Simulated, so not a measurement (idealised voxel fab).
Title: Process Module voxel double patterning
FYI the section here is cut, 220 nm wide, cells are 5 nm squares.
Each cross-section below is a grid of square cells, stated as bands in top-down order, with one or more rows of cells making up each band. Per band: top height and bottom height in nm, followed by the left-to-right materials and their widths in nm; "edge to edge" marks a single material spanning edge to edge, "blank" marks empty space. We count height from 0. Below that, the starting wafer is all one material. The lowest band never ends at the bottom but goes on down; see "z 0 and below" for how that is written. A width given as "30->40" starts at the first number in the band's top row and ends at the second number in its bottom row, shifting by an equal amount at every step from row to row. Any step labelled "left unchanged" changed none of the cells in the cross-section. Each empty space that has no open way to the top and spans at least 8 cells appears under "Closed void table" as width x height at distance, the distance counted from the left edge, all in nm. after a step's settings: what the simulator itself notes on the step. overlay nm: on a step with a mask, how far right of its planned place the mask lay; negative means left. Pairs ahead. Before: cross-section ahead of one process step. After: cross-section once the step is done, shown to the lowest changed band only. Under each pair: that step, with settings. Caution: pairs may come from different runs of this module on the same starting wafer; a pair follows the pair above only where its "Pre-step view" entry says so.
Pre-step view:
> z 0 and below: Si edge to edge
> Closed void table: none
Result of Step:
> z 5 to 0: SiO2 edge to edge
> Unchanged below 0.
> Closed void table: none
Step, pre vs post cross-sections above: CONFORMAL_DEP: material SiO2, thk nm 5
Pre-step view: as shown after the step in the preceding pair, directly above.
Result of Step:
> z 20 to 5: TiN edge to edge
> Unchanged below 5.
> Closed void table: none
Step, pre vs post cross-sections above: DIRECTIONAL_DEP: material TiN, thk nm 15
Pre-step view: as shown after the step in the preceding pair, directly above.
Result of Step:
> z 30 to 20: SiCN edge to edge
> Unchanged below 20.
> Closed void table: none
Step, pre vs post cross-sections above: DIRECTIONAL_DEP: material SiCN, thk nm 10
Pre-step view: as shown after the step in the preceding pair, directly above.
Result of Step:
> z 45 to 30: resist 75 nm; blank 15 nm; resist 35 nm; blank 15 nm; resist 80 nm
> Unchanged below 30.
> Closed void table: none
Step, pre vs post cross-sections above: PATTERN: tone open, mask id FIRST, material resist, width nm 15, pitch nm 50, thk nm 15, overlay nm 0
Pre-step view: as shown after the step in the preceding pair, directly above.
Result of Step:
> z 45 to 30: resist 75 nm; blank 15 nm; resist 35 nm; blank 15 nm; resist 80 nm
> z 30 to 20: SiCN 75 nm; blank 15 nm; SiCN 35 nm; blank 15 nm; SiCN 80 nm
> Unchanged below 20.
> Closed void table: none
Step, pre vs post cross-sections above: DIRECTIONAL_ETCH: etch materials SiCN, depth nm 10
Pre-step view: as shown after the step in the preceding pair, directly above.
Result of Step:
> z 30 to 20: SiCN 75 nm; blank 15 nm; SiCN 35 nm; blank 15 nm; SiCN 80 nm
> Unchanged below 20.
> Closed void table: none
Step, pre vs post cross-sections above: STRIP: etch materials resist
Pre-step view: as shown after the step in the preceding pair, directly above.
Result of Step:
> z 40 to 30: aC 75 nm; blank 15 nm; aC 35 nm; blank 15 nm; aC 80 nm
> z 30 to 20: SiCN 75 nm; aC 15 nm; SiCN 35 nm; aC 15 nm; SiCN 80 nm
> Unchanged below 20.
> Closed void table: none
Step, pre vs post cross-sections above: DIRECTIONAL_DEP: material aC, thk nm 10
Pre-step view: as shown after the step in the preceding pair, directly above.
Result of Step:
> z 65 to 40: resist 100 nm; blank 15 nm; resist 105 nm
> z 40 to 30: aC 75 nm; resist 15 nm; aC 35 nm; resist 15 nm; aC 80 nm
> Unchanged below 30.
> Closed void table: none
Step, pre vs post cross-sections above: PATTERN: tone open, mask id SECOND, material resist, width nm 15, thk nm 25, overlay nm 0
Pre-step view: as shown after the step in the preceding pair, directly above.
Result of Step:
> z 55 to 40: resist 100 nm; blank 15 nm; resist 105 nm
> z 40 to 30: aC 75 nm; resist 15 nm; aC 10 nm; blank 15 nm; aC 10 nm; resist 15 nm; aC 80 nm
> Unchanged below 30.
> Closed void table: none
Step, pre vs post cross-sections above: DIRECTIONAL_ETCH: etch materials aC, depth nm 10
Pre-step view: as shown after the step in the preceding pair, directly above.
Result of Step:
> z 40 to 30: aC 75 nm; blank 15 nm; aC 10 nm; blank 15 nm; aC 10 nm; blank 15 nm; aC 80 nm
> Unchanged below 30.
> Closed void table: none
Step, pre vs post cross-sections above: STRIP: etch materials resist
Pre-step view: as shown after the step in the preceding pair, directly above.
Result of Step:
> z 40 to 30: aC 75 nm; blank 15 nm; aC 10 nm; blank 15 nm; aC 10 nm; blank 15 nm; aC 80 nm
> z 30 to 20: SiCN 75 nm; aC 15 nm; SiCN 10 nm; blank 15 nm; SiCN 10 nm; aC 15 nm; SiCN 80 nm
> Unchanged below 20.
> Closed void table: none
Step, pre vs post cross-sections above: DIRECTIONAL_ETCH: etch materials SiCN, depth nm 10
Pre-step view: as shown after the step in the preceding pair, directly above.
Result of Step:
> z 30 to 20: SiCN 75 nm; blank 15 nm; SiCN 10 nm; blank 15 nm; SiCN 10 nm; blank 15 nm; SiCN 80 nm
> Unchanged below 20.
> Closed void table: none
Step, pre vs post cross-sections above: STRIP: etch materials aC
Pre-step view: as shown after the step in the preceding pair, directly above.
Result of Step:
> z 30 to 20: SiCN 75 nm; blank 15 nm; SiCN 10 nm; blank 15 nm; SiCN 10 nm; blank 15 nm; SiCN 80 nm
> z 20 to 5: TiN 75 nm; blank 15 nm; TiN 10 nm; blank 15 nm; TiN 10 nm; blank 15 nm; TiN 80 nm
> Unchanged below 5.
> Closed void table: none
Step, pre vs post cross-sections above: DIRECTIONAL_ETCH: etch materials TiN, depth nm 15
Pre-step view: as shown after the step in the preceding pair, directly above.
Result of Step:
> z 20 to 5: TiN 75 nm; blank 15 nm; TiN 10 nm; blank 15 nm; TiN 10 nm; blank 15 nm; TiN 80 nm
> Unchanged below 5.
> Closed void table: none
Step, pre vs post cross-sections above: STRIP: etch materials SiCN
Pre-step view:
> z 0 and below: Si edge to edge
> Closed void table: none
Result of Step:
> z 15 to 0: TiN edge to edge
> Unchanged below 0.
> Closed void table: none
Step, pre vs post cross-sections above: DIRECTIONAL_DEP: material TiN, thk nm 15
Pre-step view: as shown after the step in the preceding pair, directly above.
Result of Step:
> z 25 to 15: SiCN edge to edge
> Unchanged below 15.
> Closed void table: none
Step, pre vs post cross-sections above: DIRECTIONAL_DEP: material SiCN, thk nm 10
Pre-step view: as shown after the step in the preceding pair, directly above.
Result of Step:
> z 40 to 25: resist 75 nm; blank 15 nm; resist 35 nm; blank 15 nm; resist 80 nm
> Unchanged below 25.
> Closed void table: none
Step, pre vs post cross-sections above: PATTERN: tone open, mask id FIRST, material resist, width nm 15, pitch nm 50, thk nm 15, overlay nm 0
Pre-step view: as shown after the step in the preceding pair, directly above.
Result of Step:
> z 40 to 25: resist 75 nm; blank 15 nm; resist 35 nm; blank 15 nm; resist 80 nm
> z 25 to 15: SiCN 75 nm; blank 15 nm; SiCN 35 nm; blank 15 nm; SiCN 80 nm
> Unchanged below 15.
> Closed void table: none
Step, pre vs post cross-sections above: DIRECTIONAL_ETCH: etch materials SiCN, depth nm 10
Pre-step view: as shown after the step in the preceding pair, directly above.
Result of Step:
> z 25 to 15: SiCN 75 nm; blank 15 nm; SiCN 35 nm; blank 15 nm; SiCN 80 nm
> Unchanged below 15.
> Closed void table: none
Step, pre vs post cross-sections above: STRIP: etch materials resist
Pre-step view: as shown after the step in the preceding pair, directly above.
Result of Step:
> z 35 to 25: aC 75 nm; blank 15 nm; aC 35 nm; blank 15 nm; aC 80 nm
> z 25 to 15: SiCN 75 nm; aC 15 nm; SiCN 35 nm; aC 15 nm; SiCN 80 nm
> Unchanged below 15.
> Closed void table: none
Step, pre vs post cross-sections above: DIRECTIONAL_DEP: material aC, thk nm 10
Pre-step view: as shown after the step in the preceding pair, directly above.
Result of Step:
> z 60 to 35: resist 100 nm; blank 15 nm; resist 105 nm
> z 35 to 25: aC 75 nm; resist 15 nm; aC 35 nm; resist 15 nm; aC 80 nm
> Unchanged below 25.
> Closed void table: none
Step, pre vs post cross-sections above: PATTERN: tone open, mask id SECOND, material resist, width nm 15, thk nm 25, overlay nm 0
Pre-step view: as shown after the step in the preceding pair, directly above.
Result of Step:
> z 50 to 35: resist 100 nm; blank 15 nm; resist 105 nm
> z 35 to 25: aC 75 nm; resist 15 nm; aC 10 nm; blank 15 nm; aC 10 nm; resist 15 nm; aC 80 nm
> Unchanged below 25.
> Closed void table: none
Step, pre vs post cross-sections above: DIRECTIONAL_ETCH: etch materials aC, depth nm 10
Pre-step view: as shown after the step in the preceding pair, directly above.
Result of Step:
> z 35 to 25: aC 75 nm; blank 15 nm; aC 10 nm; blank 15 nm; aC 10 nm; blank 15 nm; aC 80 nm
> Unchanged below 25.
> Closed void table: none
Step, pre vs post cross-sections above: STRIP: etch materials resist
Pre-step view: as shown after the step in the preceding pair, directly above.
Result of Step:
> z 35 to 25: aC 75 nm; blank 15 nm; aC 10 nm; blank 15 nm; aC 10 nm; blank 15 nm; aC 80 nm
> z 25 to 15: SiCN 75 nm; aC 15 nm; SiCN 10 nm; blank 15 nm; SiCN 10 nm; aC 15 nm; SiCN 80 nm
> Unchanged below 15.
> Closed void table: none
Step, pre vs post cross-sections above: DIRECTIONAL_ETCH: etch materials SiCN, depth nm 10
Pre-step view: as shown after the step in the preceding pair, directly above.
Result of Step:
> z 25 to 15: SiCN 75 nm; blank 15 nm; SiCN 10 nm; blank 15 nm; SiCN 10 nm; blank 15 nm; SiCN 80 nm
> Unchanged below 15.
> Closed void table: none
Step, pre vs post cross-sections above: STRIP: etch materials aC
Pre-step view: as shown after the step in the preceding pair, directly above.
Result of Step:
> z 25 to 15: SiCN 75 nm; blank 15 nm; SiCN 10 nm; blank 15 nm; SiCN 10 nm; blank 15 nm; SiCN 80 nm
> z 15 to 0: TiN 75 nm; blank 15 nm; TiN 10 nm; blank 15 nm; TiN 10 nm; blank 15 nm; TiN 80 nm
> Unchanged below 0.
> Closed void table: none
Step, pre vs post cross-sections above: DIRECTIONAL_ETCH: etch materials TiN, depth nm 15
Pre-step view: as shown after the step in the preceding pair, directly above.
Result of Step:
> z 15 to 0: TiN 75 nm; blank 15 nm; TiN 10 nm; blank 15 nm; TiN 10 nm; blank 15 nm; TiN 80 nm
> Unchanged below 0.
> Closed void table: none
Step, pre vs post cross-sections above: STRIP: etch materials SiCN
Pre-step view:
> z 20 to 5: TiN edge to edge
> z 5 to 0: SiO2 edge to edge
> z 0 and below: Si edge to edge
> Closed void table: none
Result of Step:
> z 35 to 5: TiN edge to edge
> Unchanged below 5.
> Closed void table: none
Step, pre vs post cross-sections above: DIRECTIONAL_DEP: material TiN, thk nm 15
Pre-step view: as shown after the step in the preceding pair, directly above.
Result of Step:
> z 45 to 35: SiCN edge to edge
> Unchanged below 35.
> Closed void table: none
Step, pre vs post cross-sections above: DIRECTIONAL_DEP: material SiCN, thk nm 10
Pre-step view: as shown after the step in the preceding pair, directly above.
Result of Step:
> z 60 to 45: resist 75 nm; blank 15 nm; resist 35 nm; blank 15 nm; resist 80 nm
> Unchanged below 45.
> Closed void table: none
Step, pre vs post cross-sections above: PATTERN: tone open, mask id FIRST, material resist, width nm 15, pitch nm 50, thk nm 15, overlay nm 0
Pre-step view: as shown after the step in the preceding pair, directly above.
Result of Step:
> z 60 to 45: resist 75 nm; blank 15 nm; resist 35 nm; blank 15 nm; resist 80 nm
> z 45 to 35: SiCN 75 nm; blank 15 nm; SiCN 35 nm; blank 15 nm; SiCN 80 nm
> Unchanged below 35.
> Closed void table: none
Step, pre vs post cross-sections above: DIRECTIONAL_ETCH: etch materials SiCN, depth nm 10
Pre-step view: as shown after the step in the preceding pair, directly above.
Result of Step:
> z 45 to 35: SiCN 75 nm; blank 15 nm; SiCN 35 nm; blank 15 nm; SiCN 80 nm
> Unchanged below 35.
> Closed void table: none
Step, pre vs post cross-sections above: STRIP: etch materials resist
Pre-step view: as shown after the step in the preceding pair, directly above.
Result of Step:
> z 55 to 45: aC 75 nm; blank 15 nm; aC 35 nm; blank 15 nm; aC 80 nm
> z 45 to 35: SiCN 75 nm; aC 15 nm; SiCN 35 nm; aC 15 nm; SiCN 80 nm
> Unchanged below 35.
> Closed void table: none
Step, pre vs post cross-sections above: DIRECTIONAL_DEP: material aC, thk nm 10
Pre-step view: as shown after the step in the preceding pair, directly above.
Result of Step:
> z 80 to 55: resist 100 nm; blank 15 nm; resist 105 nm
> z 55 to 45: aC 75 nm; resist 15 nm; aC 35 nm; resist 15 nm; aC 80 nm
> Unchanged below 45.
> Closed void table: none
Step, pre vs post cross-sections above: PATTERN: tone open, mask id SECOND, material resist, width nm 15, thk nm 25, overlay nm 0
Pre-step view: as shown after the step in the preceding pair, directly above.
Result of Step:
> z 70 to 55: resist 100 nm; blank 15 nm; resist 105 nm
> z 55 to 45: aC 75 nm; resist 15 nm; aC 10 nm; blank 15 nm; aC 10 nm; resist 15 nm; aC 80 nm
> Unchanged below 45.
> Closed void table: none
Step, pre vs post cross-sections above: DIRECTIONAL_ETCH: etch materials aC, depth nm 10
Pre-step view: as shown after the step in the preceding pair, directly above.
Result of Step:
> z 55 to 45: aC 75 nm; blank 15 nm; aC 10 nm; blank 15 nm; aC 10 nm; blank 15 nm; aC 80 nm
> Unchanged below 45.
> Closed void table: none
Step, pre vs post cross-sections above: STRIP: etch materials resist
Pre-step view: as shown after the step in the preceding pair, directly above.
Result of Step:
> z 55 to 45: aC 75 nm; blank 15 nm; aC 10 nm; blank 15 nm; aC 10 nm; blank 15 nm; aC 80 nm
> z 45 to 35: SiCN 75 nm; aC 15 nm; SiCN 10 nm; blank 15 nm; SiCN 10 nm; aC 15 nm; SiCN 80 nm
> Unchanged below 35.
> Closed void table: none
Step, pre vs post cross-sections above: DIRECTIONAL_ETCH: etch materials SiCN, depth nm 10
Pre-step view: as shown after the step in the preceding pair, directly above.
Result of Step:
> z 45 to 35: SiCN 75 nm; blank 15 nm; SiCN 10 nm; blank 15 nm; SiCN 10 nm; blank 15 nm; SiCN 80 nm
> Unchanged below 35.
> Closed void table: none
Step, pre vs post cross-sections above: STRIP: etch materials aC
Pre-step view: as shown after the step in the preceding pair, directly above.
Result of Step:
> z 45 to 35: SiCN 75 nm; blank 15 nm; SiCN 10 nm; blank 15 nm; SiCN 10 nm; blank 15 nm; SiCN 80 nm
> z 35 to 20: TiN 75 nm; blank 15 nm; TiN 10 nm; blank 15 nm; TiN 10 nm; blank 15 nm; TiN 80 nm
> Unchanged below 20.
> Closed void table: none
Step, pre vs post cross-sections above: DIRECTIONAL_ETCH: etch materials TiN, depth nm 15
Pre-step view: as shown after the step in the preceding pair, directly above.
Result of Step:
> z 35 to 20: TiN 75 nm; blank 15 nm; TiN 10 nm; blank 15 nm; TiN 10 nm; blank 15 nm; TiN 80 nm
> Unchanged below 20.
> Closed void table: none
Step, pre vs post cross-sections above: STRIP: etch materials SiCN
Pre-step view:
> z 15 to 0: TiN edge to edge
> z 0 and below: Si edge to edge
> Closed void table: none
Result of Step:
> z 20 to 15: SiO2 edge to edge
> Unchanged below 15.
> Closed void table: none
Step, pre vs post cross-sections above: CONFORMAL_DEP: material SiO2, thk nm 5
Pre-step view: as shown after the step in the preceding pair, directly above.
Result of Step:
> z 30 to 20: SiCN edge to edge
> Unchanged below 20.
> Closed void table: none
Step, pre vs post cross-sections above: DIRECTIONAL_DEP: material SiCN, thk nm 10
Pre-step view: as shown after the step in the preceding pair, directly above.
Result of Step:
> z 45 to 30: resist 75 nm; blank 15 nm; resist 35 nm; blank 15 nm; resist 80 nm
> Unchanged below 30.
> Closed void table: none
Step, pre vs post cross-sections above: PATTERN: tone open, mask id FIRST, material resist, width nm 15, pitch nm 50, thk nm 15, overlay nm 0
Pre-step view: as shown after the step in the preceding pair, directly above.
Result of Step:
> z 45 to 30: resist 75 nm; blank 15 nm; resist 35 nm; blank 15 nm; resist 80 nm
> z 30 to 20: SiCN 75 nm; blank 15 nm; SiCN 35 nm; blank 15 nm; SiCN 80 nm
> Unchanged below 20.
> Closed void table: none
Step, pre vs post cross-sections above: DIRECTIONAL_ETCH: etch materials SiCN, depth nm 10
Pre-step view: as shown after the step in the preceding pair, directly above.
Result of Step:
> z 30 to 20: SiCN 75 nm; blank 15 nm; SiCN 35 nm; blank 15 nm; SiCN 80 nm
> Unchanged below 20.
> Closed void table: none
Step, pre vs post cross-sections above: STRIP: etch materials resist
Pre-step view: as shown after the step in the preceding pair, directly above.
Result of Step:
> z 40 to 30: aC 75 nm; blank 15 nm; aC 35 nm; blank 15 nm; aC 80 nm
> z 30 to 20: SiCN 75 nm; aC 15 nm; SiCN 35 nm; aC 15 nm; SiCN 80 nm
> Unchanged below 20.
> Closed void table: none
Step, pre vs post cross-sections above: DIRECTIONAL_DEP: material aC, thk nm 10
Pre-step view: as shown after the step in the preceding pair, directly above.
Result of Step:
> z 65 to 40: resist 100 nm; blank 15 nm; resist 105 nm
> z 40 to 30: aC 75 nm; resist 15 nm; aC 35 nm; resist 15 nm; aC 80 nm
> Unchanged below 30.
> Closed void table: none
Step, pre vs post cross-sections above: PATTERN: tone open, mask id SECOND, material resist, width nm 15, thk nm 25, overlay nm 0
Pre-step view: as shown after the step in the preceding pair, directly above.
Result of Step:
> z 55 to 40: resist 100 nm; blank 15 nm; resist 105 nm
> z 40 to 30: aC 75 nm; resist 15 nm; aC 10 nm; blank 15 nm; aC 10 nm; resist 15 nm; aC 80 nm
> Unchanged below 30.
> Closed void table: none
Step, pre vs post cross-sections above: DIRECTIONAL_ETCH: etch materials aC, depth nm 10
Pre-step view: as shown after the step in the preceding pair, directly above.
Result of Step:
> z 40 to 30: aC 75 nm; blank 15 nm; aC 10 nm; blank 15 nm; aC 10 nm; blank 15 nm; aC 80 nm
> Unchanged below 30.
> Closed void table: none
Step, pre vs post cross-sections above: STRIP: etch materials resist
Pre-step view: as shown after the step in the preceding pair, directly above.
Result of Step:
> z 40 to 30: aC 75 nm; blank 15 nm; aC 10 nm; blank 15 nm; aC 10 nm; blank 15 nm; aC 80 nm
> z 30 to 20: SiCN 75 nm; aC 15 nm; SiCN 10 nm; blank 15 nm; SiCN 10 nm; aC 15 nm; SiCN 80 nm
> Unchanged below 20.
> Closed void table: none
Step, pre vs post cross-sections above: DIRECTIONAL_ETCH: etch materials SiCN, depth nm 10
Pre-step view: as shown after the step in the preceding pair, directly above.
Result of Step:
> z 30 to 20: SiCN 75 nm; blank 15 nm; SiCN 10 nm; blank 15 nm; SiCN 10 nm; blank 15 nm; SiCN 80 nm
> Unchanged below 20.
> Closed void table: none
Step, pre vs post cross-sections above: STRIP: etch materials aC
Pre-step view: as shown after the step in the preceding pair, directly above.
Result of Step:
> z 20 to 15: SiO2 edge to edge
> Unchanged below 15.
> Closed void table: none
Step, pre vs post cross-sections above: STRIP: etch materials SiCN
Pre-step view:
> z 0 and below: Si edge to edge
> Closed void table: none
Result of Step:
> z 15 to 0: SiO2 edge to edge
> Unchanged below 0.
> Closed void table: none
Step, pre vs post cross-sections above: CONFORMAL_DEP: material SiO2, thk nm 15
Pre-step view: as shown after the step in the preceding pair, directly above.
Result of Step:
> z 30 to 15: TiN edge to edge
> Unchanged below 15.
> Closed void table: none
Step, pre vs post cross-sections above: DIRECTIONAL_DEP: material TiN, thk nm 15
Pre-step view: as shown after the step in the preceding pair, directly above.
Result of Step:
> z 40 to 30: SiCN edge to edge
> Unchanged below 30.
> Closed void table: none
Step, pre vs post cross-sections above: DIRECTIONAL_DEP: material SiCN, thk nm 10
Pre-step view: as shown after the step in the preceding pair, directly above.
Result of Step:
> z 55 to 40: resist 75 nm; blank 15 nm; resist 35 nm; blank 15 nm; resist 80 nm
> Unchanged below 40.
> Closed void table: none
Step, pre vs post cross-sections above: PATTERN: tone open, mask id FIRST, material resist, width nm 15, pitch nm 50, thk nm 15, overlay nm 0
Pre-step view: as shown after the step in the preceding pair, directly above.
Result of Step:
> z 55 to 40: resist 75 nm; blank 15 nm; resist 35 nm; blank 15 nm; resist 80 nm
> z 40 to 30: SiCN 75 nm; blank 15 nm; SiCN 35 nm; blank 15 nm; SiCN 80 nm
> Unchanged below 30.
> Closed void table: none
Step, pre vs post cross-sections above: DIRECTIONAL_ETCH: etch materials SiCN, depth nm 10
Pre-step view: as shown after the step in the preceding pair, directly above.
Result of Step:
> z 40 to 30: SiCN 75 nm; blank 15 nm; SiCN 35 nm; blank 15 nm; SiCN 80 nm
> Unchanged below 30.
> Closed void table: none
Step, pre vs post cross-sections above: STRIP: etch materials resist
Pre-step view: as shown after the step in the preceding pair, directly above.
Result of Step:
> z 50 to 40: aC 75 nm; blank 15 nm; aC 35 nm; blank 15 nm; aC 80 nm
> z 40 to 30: SiCN 75 nm; aC 15 nm; SiCN 35 nm; aC 15 nm; SiCN 80 nm
> Unchanged below 30.
> Closed void table: none
Step, pre vs post cross-sections above: DIRECTIONAL_DEP: material aC, thk nm 10
Pre-step view: as shown after the step in the preceding pair, directly above.
Result of Step:
> z 75 to 50: resist 100 nm; blank 15 nm; resist 105 nm
> z 50 to 40: aC 75 nm; resist 15 nm; aC 35 nm; resist 15 nm; aC 80 nm
> Unchanged below 40.
> Closed void table: none
Step, pre vs post cross-sections above: PATTERN: tone open, mask id SECOND, material resist, width nm 15, thk nm 25, overlay nm 0
Pre-step view: as shown after the step in the preceding pair, directly above.
Result of Step:
> z 65 to 50: resist 100 nm; blank 15 nm; resist 105 nm
> z 50 to 40: aC 75 nm; resist 15 nm; aC 10 nm; blank 15 nm; aC 10 nm; resist 15 nm; aC 80 nm
> Unchanged below 40.
> Closed void table: none
Step, pre vs post cross-sections above: DIRECTIONAL_ETCH: etch materials aC, depth nm 10
Pre-step view: as shown after the step in the preceding pair, directly above.
Result of Step:
> z 50 to 40: aC 75 nm; blank 15 nm; aC 10 nm; blank 15 nm; aC 10 nm; blank 15 nm; aC 80 nm
> Unchanged below 40.
> Closed void table: none
Step, pre vs post cross-sections above: STRIP: etch materials resist
Pre-step view: as shown after the step in the preceding pair, directly above.
Result of Step:
> z 50 to 40: aC 75 nm; blank 15 nm; aC 10 nm; blank 15 nm; aC 10 nm; blank 15 nm; aC 80 nm
> z 40 to 30: SiCN 75 nm; aC 15 nm; SiCN 10 nm; blank 15 nm; SiCN 10 nm; aC 15 nm; SiCN 80 nm
> Unchanged below 30.
> Closed void table: none
Step, pre vs post cross-sections above: DIRECTIONAL_ETCH: etch materials SiCN, depth nm 10
Pre-step view: as shown after the step in the preceding pair, directly above.
Result of Step:
> z 40 to 30: SiCN 75 nm; blank 15 nm; SiCN 10 nm; blank 15 nm; SiCN 10 nm; blank 15 nm; SiCN 80 nm
> Unchanged below 30.
> Closed void table: none
Step, pre vs post cross-sections above: STRIP: etch materials aC
Pre-step view: as shown after the step in the preceding pair, directly above.
Result of Step:
> z 40 to 30: SiCN 75 nm; blank 15 nm; SiCN 10 nm; blank 15 nm; SiCN 10 nm; blank 15 nm; SiCN 80 nm
> z 30 to 15: TiN 75 nm; blank 15 nm; TiN 10 nm; blank 15 nm; TiN 10 nm; blank 15 nm; TiN 80 nm
> Unchanged below 15.
> Closed void table: none
Step, pre vs post cross-sections above: DIRECTIONAL_ETCH: etch materials TiN, depth nm 15
Pre-step view: as shown after the step in the preceding pair, directly above.
Result of Step:
> z 30 to 15: TiN 75 nm; blank 15 nm; TiN 10 nm; blank 15 nm; TiN 10 nm; blank 15 nm; TiN 80 nm
> Unchanged below 15.
> Closed void table: none
Step, pre vs post cross-sections above: STRIP: etch materials SiCN
Pre-step view:
> z 30 to 20: SiCN edge to edge
> z 20 to 5: TiN edge to edge
> z 5 to 0: SiO2 edge to edge
> z 0 and below: Si edge to edge
> Closed void table: none
Result of Step:
> z 45 to 30: resist 75 nm; blank 20 nm; resist 30 nm; blank 20 nm; resist 75 nm
> Unchanged below 30.
> Closed void table: none
Step, pre vs post cross-sections above: PATTERN: tone open, mask id FIRST, material resist, width nm 20, pitch nm 50, thk nm 15, overlay nm 0
Pre-step view: as shown after the step in the preceding pair, directly above.
Result of Step:
> z 45 to 30: resist 75 nm; blank 20 nm; resist 30 nm; blank 20 nm; resist 75 nm
> z 30 to 20: SiCN 75 nm; blank 20 nm; SiCN 30 nm; blank 20 nm; SiCN 75 nm
> Unchanged below 20.
> Closed void table: none
Step, pre vs post cross-sections above: DIRECTIONAL_ETCH: etch materials SiCN, depth nm 10
Pre-step view: as shown after the step in the preceding pair, directly above.
Result of Step:
> z 30 to 20: SiCN 75 nm; blank 20 nm; SiCN 30 nm; blank 20 nm; SiCN 75 nm
> Unchanged below 20.
> Closed void table: none
Step, pre vs post cross-sections above: STRIP: etch materials resist
Pre-step view: as shown after the step in the preceding pair, directly above.
Result of Step:
> z 40 to 30: aC 75 nm; blank 20 nm; aC 30 nm; blank 20 nm; aC 75 nm
> z 30 to 20: SiCN 75 nm; aC 20 nm; SiCN 30 nm; aC 20 nm; SiCN 75 nm
> Unchanged below 20.
> Closed void table: none
Step, pre vs post cross-sections above: DIRECTIONAL_DEP: material aC, thk nm 10
Pre-step view: as shown after the step in the preceding pair, directly above.
Result of Step:
> z 65 to 40: resist 100 nm; blank 15 nm; resist 105 nm
> z 40 to 30: aC 75 nm; resist 20 nm; aC 30 nm; resist 20 nm; aC 75 nm
> Unchanged below 30.
> Closed void table: none
Step, pre vs post cross-sections above: PATTERN: tone open, mask id SECOND, material resist, width nm 15, thk nm 25, overlay nm 0
Pre-step view: as shown after the step in the preceding pair, directly above.
Result of Step:
> z 55 to 40: resist 100 nm; blank 15 nm; resist 105 nm
> z 40 to 30: aC 75 nm; resist 20 nm; aC 5 nm; blank 15 nm; aC 10 nm; resist 20 nm; aC 75 nm
> Unchanged below 30.
> Closed void table: none
Step, pre vs post cross-sections above: DIRECTIONAL_ETCH: etch materials aC, depth nm 10
Pre-step view: as shown after the step in the preceding pair, directly above.
Result of Step:
> z 40 to 30: aC 75 nm; blank 20 nm; aC 5 nm; blank 15 nm; aC 10 nm; blank 20 nm; aC 75 nm
> Unchanged below 30.
> Closed void table: none
Step, pre vs post cross-sections above: STRIP: etch materials resist
Pre-step view: as shown after the step in the preceding pair, directly above.
Result of Step:
> z 40 to 30: aC 75 nm; blank 20 nm; aC 5 nm; blank 15 nm; aC 10 nm; blank 20 nm; aC 75 nm
> z 30 to 20: SiCN 75 nm; aC 20 nm; SiCN 5 nm; blank 15 nm; SiCN 10 nm; aC 20 nm; SiCN 75 nm
> Unchanged below 20.
> Closed void table: none
Step, pre vs post cross-sections above: DIRECTIONAL_ETCH: etch materials SiCN, depth nm 10
Pre-step view: as shown after the step in the preceding pair, directly above.
Result of Step:
> z 30 to 20: SiCN 75 nm; blank 20 nm; SiCN 5 nm; blank 15 nm; SiCN 10 nm; blank 20 nm; SiCN 75 nm
> Unchanged below 20.
> Closed void table: none
Step, pre vs post cross-sections above: STRIP: etch materials aC
Pre-step view: as shown after the step in the preceding pair, directly above.
Result of Step:
> z 30 to 20: SiCN 75 nm; blank 20 nm; SiCN 5 nm; blank 15 nm; SiCN 10 nm; blank 20 nm; SiCN 75 nm
> z 20 to 5: TiN 75 nm; blank 20 nm; TiN 5 nm; blank 15 nm; TiN 10 nm; blank 20 nm; TiN 75 nm
> Unchanged below 5.
> Closed void table: none
Step, pre vs post cross-sections above: DIRECTIONAL_ETCH: etch materials TiN, depth nm 15
Pre-step view: as shown after the step in the preceding pair, directly above.
Result of Step:
> z 20 to 5: TiN 75 nm; blank 20 nm; TiN 5 nm; blank 15 nm; TiN 10 nm; blank 20 nm; TiN 75 nm
> Unchanged below 5.
> Closed void table: none
Step, pre vs post cross-sections above: STRIP: etch materials SiCN
Pre-step view:
> z 40 to 30: aC 75 nm; blank 15 nm; aC 35 nm; blank 15 nm; aC 80 nm
> z 30 to 20: SiCN 75 nm; aC 15 nm; SiCN 35 nm; aC 15 nm; SiCN 80 nm
> z 20 to 5: TiN edge to edge
> z 5 to 0: SiO2 edge to edge
> z 0 and below: Si edge to edge
> Closed void table: none
Result of Step:
> z 65 to 40: resist 105 nm; blank 15 nm; resist 100 nm
> z 40 to 30: aC 75 nm; resist 15 nm; aC 35 nm; resist 15 nm; aC 80 nm
> Unchanged below 30.
> Closed void table: none
Step, pre vs post cross-sections above: PATTERN: tone open, mask id SECOND, material resist, width nm 15, thk nm 25, overlay nm 5
Pre-step view: as shown after the step in the preceding pair, directly above.
Result of Step:
> z 55 to 40: resist 105 nm; blank 15 nm; resist 100 nm
> z 40 to 30: aC 75 nm; resist 15 nm; aC 15 nm; blank 15 nm; aC 5 nm; resist 15 nm; aC 80 nm
> Unchanged below 30.
> Closed void table: none
Step, pre vs post cross-sections above: DIRECTIONAL_ETCH: etch materials aC, depth nm 10
Pre-step view: as shown after the step in the preceding pair, directly above.
Result of Step:
> z 40 to 30: aC 75 nm; blank 15 nm; aC 15 nm; blank 15 nm; aC 5 nm; blank 15 nm; aC 80 nm
> Unchanged below 30.
> Closed void table: none
Step, pre vs post cross-sections above: STRIP: etch materials resist
Pre-step view: as shown after the step in the preceding pair, directly above.
Result of Step:
> z 40 to 30: aC 75 nm; blank 15 nm; aC 15 nm; blank 15 nm; aC 5 nm; blank 15 nm; aC 80 nm
> z 30 to 20: SiCN 75 nm; aC 15 nm; SiCN 15 nm; blank 15 nm; SiCN 5 nm; aC 15 nm; SiCN 80 nm
> Unchanged below 20.
> Closed void table: none
Step, pre vs post cross-sections above: DIRECTIONAL_ETCH: etch materials SiCN, depth nm 10
Pre-step view: as shown after the step in the preceding pair, directly above.
Result of Step:
> z 30 to 20: SiCN 75 nm; blank 15 nm; SiCN 15 nm; blank 15 nm; SiCN 5 nm; blank 15 nm; SiCN 80 nm
> Unchanged below 20.
> Closed void table: none
Step, pre vs post cross-sections above: STRIP: etch materials aC
Pre-step view: as shown after the step in the preceding pair, directly above.
Result of Step:
> z 30 to 20: SiCN 75 nm; blank 15 nm; SiCN 15 nm; blank 15 nm; SiCN 5 nm; blank 15 nm; SiCN 80 nm
> z 20 to 5: TiN 75 nm; blank 15 nm; TiN 15 nm; blank 15 nm; TiN 5 nm; blank 15 nm; TiN 80 nm
> Unchanged below 5.
> Closed void table: none
Step, pre vs post cross-sections above: DIRECTIONAL_ETCH: etch materials TiN, depth nm 15
Pre-step view: as shown after the step in the preceding pair, directly above.
Result of Step:
> z 20 to 5: TiN 75 nm; blank 15 nm; TiN 15 nm; blank 15 nm; TiN 5 nm; blank 15 nm; TiN 80 nm
> Unchanged below 5.
> Closed void table: none
Step, pre vs post cross-sections above: STRIP: etch materials SiCN
